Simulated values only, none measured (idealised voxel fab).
process module | voxel tone inversion
cross-section cut | 190 nm wide | cells 5 nm
A cross-section is a grid of square cells, given in bands from the top down. A band is one or more rows of cells.
Each band's line starts with the height of the band's top and of its bottom, in nm. Then come its materials from left to right, each with its width in nm. One material with "throughout" fills the band from edge to edge. "air" is empty space.
Height 0 is the level under which the wafer as received is all one material. The lowest band goes on downwards, as in "0 down".
A width such as "30 to 40" changes by the same amount from each row of cells to the next, from the band's top row to its bottom row.
"no change" after a step means that no cell of the cross-section changed.
closed voids: empty space of 8 cells or more with no open way to the top, each as width x height at its distance from the left edge, in nm
after a step's settings: what the simulator itself notes on the step
overlay nm, on a step with a mask: how far to the right of its planned place the mask lay; to the left if negative
plan
1 op RECEIVE | material Si
2 op CONFORMAL_DEP | material SiCN | thk nm 10
3 op DIRECTIONAL_DEP | material polySi | thk nm 25
4 op PATTERN | tone cover | mask id POSTS | material resist | width nm 25 | pitch nm 40 | thk nm 35 | overlay nm 0
5 op DIRECTIONAL_ETCH | etch materials polySi | depth nm 25
6 op STRIP | etch materials resist
7 op FILL_DEP | material lowk | thk nm 5
8 op CMP | height nm 35
9 op STRIP | etch materials polySi
10 op CONFORMAL_DEP | material TiN | thk nm 5
11 op FILL_DEP | material W | thk nm 5
12 op CMP | height nm 35
13 op CONFORMAL_DEP | material SiCN | thk nm 5
as received, after step 1
  0 down: Si throughout
  closed voids: none
first wafer at the end, as planned
  40 to 35: SiCN throughout
  35 to 15: lowk 40 | TiN 5 | W 15 | TiN 5 | lowk 15 | TiN 5 | W 15 | TiN 5 | lowk 15 | TiN 5 | W 15 | TiN 5 | lowk 45
  15 to 10: lowk 40 | TiN 25 | lowk 15 | TiN 25 | lowk 15 | TiN 25 | lowk 45
  10 to 0: SiCN throughout
  0 down: Si throughout
  closed voids: none
second wafer at the end: like start, like plan, one mistake
  40 to 35: SiCN throughout
  35 to 15: W 35 | TiN 5 | lowk 25 | TiN 5 | W 5 | TiN 5 | lowk 25 | TiN 5 | W 5 | TiN 5 | lowk 25 | TiN 5 | W 40
  15 to 10: TiN 40 | lowk 25 | TiN 15 | lowk 25 | TiN 15 | lowk 25 | TiN 45
  10 to 0: SiCN throughout
  0 down: Si throughout
  closed voids: none
what went wrong: step 4 ran as: op PATTERN | tone open | mask id POSTS | material resist | width nm 25 | pitch nm 40 | thk nm 35 | overlay nm 0
at the end the second wafer has, in cells: 8 more of TiN | 32 more of W | 40 fewer of lowk
